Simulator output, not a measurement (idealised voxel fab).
Process module under the name voxel lift off
Section cut is 250 nm wide and gridded with 5 nm square cells.
Cross-section layout: square cells on a grid; listed as bands, top to bottom; a band spans one or more cell rows. For a band, the entry starts with two heights in nm, that of the top and then that of the bottom, and carries on with the band's materials in order from left to right, each alongside its width in nm; the word "full width" beside a single material means it fills the band edge to edge, and "blank" means empty space. Basically, 0 is our baseline, since under it the wafer straight out of the box is all one material. The bottom band has no lower end and keeps on going down, so it looks like "from 0 down". A two-number width, for instance "30->40", indicates that the width is equal to the first number in the top row of the band and to the second number in the bottom row, and that it changes by a constant amount per row of cells. Take "all unchanged" at face value: in the step it is given for, the cross-section changed in none of its cells. Any empty space of 8 cells or more lacking an open way to the top shows up in "Enclosed void entries" as width x height at distance, distance from the left edge, in nm. If you see something after the settings on a step's line, that's the simulator's own remark about that step. overlay nm: on a step with a mask, how far right of its planned place the mask lay; negative means left.
**Here's what the planned process steps look like**
1: RECEIVE, material Si
2: CONFORMAL_DEP, material SiO2, thk nm 10
3: PATTERN, tone open, mask id LINES, material resist, width nm 15, pitch nm 40, thk nm 25, overlay nm 0
4: DIRECTIONAL_DEP, material Ru, thk nm 15
5: STRIP, etch materials resist
6: CONFORMAL_DEP, material SiO2, thk nm 5
**Cross-section of the wafer upon arrival, representing the state reached after step 1**
from 0 down = Si full width
Enclosed void entries: none
**Here's the wafer cut in cross-section after the module, started and planned just like above, except one thing was done wrong in the run**
from 30 to 25 = blank 50 | SiO2 30 | blank 10 | SiO2 30 | blank 10 | SiO2 30 | blank 10 | SiO2 30 | blank 50
from 25 to 15 = blank 50 | SiO2 5 | Ru 20 | SiO2 5 | blank 10 | SiO2 5 | Ru 20 | SiO2 5 | blank 10 | SiO2 5 | Ru 20 | SiO2 5 | blank 10 | SiO2 5 | Ru 20 | SiO2 5 | blank 50
from 15 to 10 = SiO2 55 | Ru 20 | SiO2 20 | Ru 20 | SiO2 20 | Ru 20 | SiO2 20 | Ru 20 | SiO2 55
from 10 to 0 = SiO2 full width
from 0 down = Si full width
Enclosed void entries: none
Run error: the process deviated at step 3: the operation and settings actually run there were PATTERN, tone open, mask id LINES, material resist, width nm 20, pitch nm 40, thk nm 25, overlay nm 0
